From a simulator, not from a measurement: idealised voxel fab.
Proc. module: voxel released beams
Cross-section cut: width 285 nm, square cells of 5 nm.
Each cross-section below is a grid of square cells, stated as bands in top-down order, with one or more rows of cells making up each band. Band: top and bottom heights (nm) first, top before bottom; then materials from left to right, widths in nm. "everywhere" marks a sole material filling the band edge to edge. "blank" denotes empty space. Heights are measured from 0, the level below which the as-received wafer is all one material; the lowest band has no bottom and continues downward, written as in "0 and below". Note: "30..40" means the width goes from the first number (top row of the band) to the second number (bottom row) in equal steps per row of cells. The cross-section has no changed cell in any step marked "no alteration". Any empty space of 8 cells or more lacking an open way to the top shows up in "Closed cavity list" as width x height at distance, distance from the left edge, in nm. after a step's settings: what the simulator itself notes on the step. The "overlay nm" setting may appear on a step's line; for a step that uses a mask, it gives how far to the right of its planned position the mask lay, and a negative value indicates the left.
### Process steps (planned)
1) RECEIVE with material Si
2) CONFORMAL_DEP with material SiN, thk nm 5
3) DIRECTIONAL_DEP with material SiO2, thk nm 20
4) MASKED_ETCH with tone open, mask id ANCHOR, width nm 45, etch materials SiO2, depth nm 10, overlay nm 0
5) CONFORMAL_DEP with material polySi, thk nm 15
6) DIRECTIONAL_DEP with material aC, thk nm 10
7) PATTERN with tone cover, mask id BEAM, material resist, width nm 95, thk nm 30, overlay nm 0
8) DIRECTIONAL_ETCH with etch materials aC, depth nm 10
9) STRIP with etch materials resist
10) DIRECTIONAL_ETCH with etch materials polySi, depth nm 15
11) STRIP with etch materials aC
12) STRIP with etch materials SiO2
Heads up: all these wafers start the same, and what changes between them is the depth nm in step 4. The value you see in the plan is just what the first wafer got.
### This is how the first of several wafers looked in cross-section when it arrived, which is after step 1
0 and below = Si everywhere
Closed cavity list: none
### Post step 12, the closing step of the module: first of several wafers, cross-sectioned
5 down to 0 = SiN everywhere
0 and below = Si everywhere
Closed cavity list: none
### The last wafer as seen in cross-section at the end of the module
40 down to 25 = 90 of blank / 20 of polySi / 15 of blank / 60 of polySi / 100 of blank
25 down to 20 = 95 of blank / 15 of polySi / 15 of blank / 15 of polySi / 145 of blank
20 down to 5 = 95 of blank / 45 of polySi / 145 of blank
5 down to 0 = SiN everywhere
0 and below = Si everywhere
Closed cavity list: none
### The following table contains a row per wafer, in which are reported, at the conclusion of the module, the cells of each material gained (+) or lost (-) since the wafer's receipt, with its closed voids given thereafter
depth nm 10, +57 SiN, Closed cavity list: none
depth nm 15, +57 SiN, Closed cavity list: none
depth nm 20, +57 SiN, +81 polySi, Closed cavity list: none
depth nm 25, +57 SiN, +81 polySi, Closed cavity list: none
depth nm 30, +57 SiN, +81 polySi, Closed cavity list: none
depth nm 35, +57 SiN, +81 polySi, Closed cavity list: none
